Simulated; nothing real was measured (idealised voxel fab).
process module | voxel transistor to metal
cross-section cut | 205 nm wide | cells 5 nm
A cross-section is a grid of square cells, given in bands from the top down. A band is one or more rows of cells.
Each band's line starts with the height of the band's top and of its bottom, in nm. Then come its materials from left to right, each with its width in nm. One material with "throughout" fills the band from edge to edge. "air" is empty space.
Height 0 is the level under which the wafer as received is all one material. The lowest band goes on downwards, as in "0 down".
A width such as "30 to 40" changes by the same amount from each row of cells to the next, from the band's top row to its bottom row.
"no change" after a step means that no cell of the cross-section changed.
closed voids: empty space of 8 cells or more with no open way to the top, each as width x height at its distance from the left edge, in nm
after a step's settings: what the simulator itself notes on the step
overlay nm, on a step with a mask: how far to the right of its planned place the mask lay; to the left if negative
plan
1 op RECEIVE | material Si
2 op OXIDIZE | depth nm 5
3 op CONFORMAL_DEP | material SiN | thk nm 10
4 op MASKED_ETCH | tone cover | mask id ACTIVE | width nm 95 | etch materials SiN | depth nm 10 | overlay nm 0
5 op MASKED_ETCH | tone cover | mask id ACTIVE | width nm 95 | etch materials SiO2 | depth nm 5 | overlay nm 0
6 op MASKED_ETCH | tone cover | mask id ACTIVE | width nm 95 | etch materials Si | depth nm 30 | overlay nm 0
7 op OXIDIZE | depth nm 5
8 op FILL_DEP | material SiO2 | thk nm 5
9 op CMP | height nm 10
10 op SELECTIVE_ETCH | etch materials SiO2 | depth nm 5
11 op STRIP | etch materials SiN
12 op SELECTIVE_ETCH | etch materials SiO2 | depth nm 5
13 op OXIDIZE | depth nm 5
14 op DIRECTIONAL_DEP | material polySi | thk nm 20
15 op DIRECTIONAL_DEP | material SiCN | thk nm 10
16 op MASKED_ETCH | tone cover | mask id GATE | width nm 25 | etch materials SiCN | depth nm 20 | overlay nm 0
17 op MASKED_ETCH | tone cover | mask id GATE | width nm 25 | etch materials polySi | depth nm 30 | overlay nm 0
18 op CONFORMAL_DEP | material SiO2 | thk nm 5
19 op DIRECTIONAL_ETCH | etch materials SiO2 | depth nm 5
20 op CONFORMAL_DEP | material SiN | thk nm 5
21 op DIRECTIONAL_ETCH | etch materials SiN | depth nm 5
22 op DIRECTIONAL_ETCH | etch materials SiO2 | depth nm 5
23 op EPI | material pSi | thk nm 5
24 op FILL_DEP | material SiO2 | thk nm 10
25 op CMP | height nm 25
26 op DIRECTIONAL_DEP | material SiO2 | thk nm 10
27 op DIRECTIONAL_DEP | material aC | thk nm 15
28 op PATTERN | tone open | mask id CONTACT | material resist | width nm 15 | pitch nm 70 | thk nm 35 | overlay nm 0
29 op DIRECTIONAL_ETCH | etch materials aC | depth nm 15
30 op STRIP | etch materials resist
31 op DIRECTIONAL_ETCH | etch materials SiO2 | depth nm 40
32 op STRIP | etch materials aC
33 op CONFORMAL_DEP | material TiN | thk nm 5
34 op FILL_DEP | material W | thk nm 10
35 op CMP | height nm 35
36 op CONFORMAL_DEP | material SiCN | thk nm 5
37 op DIRECTIONAL_DEP | material lowk | thk nm 20
38 op MASKED_ETCH | tone open | mask id METAL_1 | width nm 15 | pitch nm 70 | etch materials lowk | depth nm 20 | overlay nm 0
39 op MASKED_ETCH | tone open | mask id METAL_1 | width nm 15 | pitch nm 70 | etch materials SiCN | depth nm 5 | overlay nm 0
40 op CONFORMAL_DEP | material TiN | thk nm 5
41 op FILL_DEP | material Cu | thk nm 10
42 op CMP | height nm 60
43 op CONFORMAL_DEP | material SiN | thk nm 5
varied across the wafers: thk nm of step 36. The plan shows the first wafer's value. All wafers start alike
first wafer as received, after step 1
  0 down: Si throughout
  closed voids: none
each wafer at the end: cells of each material gained (+) or lost (-) since it was received, then its closed voids
thk nm 5 | +8 Cu | -226 Si | +45 SiCN | +55 SiN | +413 SiO2 | +56 TiN | +14 W | +140 lowk | +8 pSi | +20 polySi | closed voids: none
thk nm 10 | +6 Cu | -226 Si | +86 SiCN | +55 SiN | +413 SiO2 | +52 TiN | +14 W | +105 lowk | +8 pSi | +20 polySi | closed voids: none
thk nm 15 | +4 Cu | -226 Si | +127 SiCN | +55 SiN | +413 SiO2 | +48 TiN | +14 W | +70 lowk | +8 pSi | +20 polySi | closed voids: none
thk nm 20 | +2 Cu | -226 Si | +168 SiCN | +55 SiN | +413 SiO2 | +44 TiN | +14 W | +35 lowk | +8 pSi | +20 polySi | closed voids: none
